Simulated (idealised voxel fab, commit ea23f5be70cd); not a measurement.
process module | voxel lift off
cross-section cut | 170 nm wide | cells 5 nm
A cross-section is a grid of square cells, given in bands from the top down. A band is one or more rows of cells.
Each band's line starts with the height of the band's top and of its bottom, in nm. Then come its materials from left to right, each with its width in nm. One material with "throughout" fills the band from edge to edge. "air" is empty space.
Height 0 is the level under which the wafer as received is all one material. The lowest band goes on downwards, as in "0 down".
A width such as "30 to 40" changes by the same amount from each row of cells to the next, from the band's top row to its bottom row.
"no change" after a step means that no cell of the cross-section changed.
closed voids: empty space of 8 cells or more with no open way to the top, each as width x height at its distance from the left edge, in nm
after a step's settings: what the simulator itself notes on the step
overlay nm, on a step with a mask: how far to the right of its planned place the mask lay; to the left if negative
plan
1 op RECEIVE | material Si
2 op CONFORMAL_DEP | material SiO2 | thk nm 15
3 op PATTERN | tone open | mask id LINES | material resist | width nm 25 | pitch nm 55 | thk nm 15 | overlay nm 0
4 op DIRECTIONAL_DEP | material Ru | thk nm 5
5 op STRIP | etch materials resist
6 op CONFORMAL_DEP | material SiO2 | thk nm 5
first wafer, as planned
as received, after step 1
  0 down: Si throughout
  closed voids: none
after step 2
  15 to 0: SiO2 throughout
  below 0: unchanged
after step 3
  30 to 15: resist 15 | air 25 | resist 30 | air 25 | resist 30 | air 25 | resist 20
  below 15: unchanged
after step 4
  35 to 30: Ru 15 | air 25 | Ru 30 | air 25 | Ru 30 | air 25 | Ru 20
  30 to 20: resist 15 | air 25 | resist 30 | air 25 | resist 30 | air 25 | resist 20
  20 to 15: resist 15 | Ru 25 | resist 30 | Ru 25 | resist 30 | Ru 25 | resist 20
  below 15: unchanged
after step 5
  20 to 15: air 15 | Ru 25 | air 30 | Ru 25 | air 30 | Ru 25 | air 20
  below 15: unchanged
after step 6
  25 to 20: air 10 | SiO2 35 | air 20 | SiO2 35 | air 20 | SiO2 35 | air 15
  20 to 15: SiO2 15 | Ru 25 | SiO2 30 | Ru 25 | SiO2 30 | Ru 25 | SiO2 20
  below 15: unchanged
second wafer: like start, like plan, one mistake. Through step 1 it matches the first wafer
when step 2 should have ended
  30 to 0: SiO2 throughout
  below 0: unchanged
when step 3 should have ended
  45 to 30: resist 15 | air 25 | resist 30 | air 25 | resist 30 | air 25 | resist 20
  below 30: unchanged
when step 4 should have ended
  50 to 45: Ru 15 | air 25 | Ru 30 | air 25 | Ru 30 | air 25 | Ru 20
  45 to 35: resist 15 | air 25 | resist 30 | air 25 | resist 30 | air 25 | resist 20
  35 to 30: resist 15 | Ru 25 | resist 30 | Ru 25 | resist 30 | Ru 25 | resist 20
  below 30: unchanged
when step 5 should have ended
  35 to 30: air 15 | Ru 25 | air 30 | Ru 25 | air 30 | Ru 25 | air 20
  below 30: unchanged
when step 6 should have ended
  40 to 35: air 10 | SiO2 35 | air 20 | SiO2 35 | air 20 | SiO2 35 | air 15
  35 to 30: SiO2 15 | Ru 25 | SiO2 30 | Ru 25 | SiO2 30 | Ru 25 | SiO2 20
  below 30: unchanged
what went wrong: step 2 was run twice
at the end the second wafer has, in cells: 102 more of SiO2
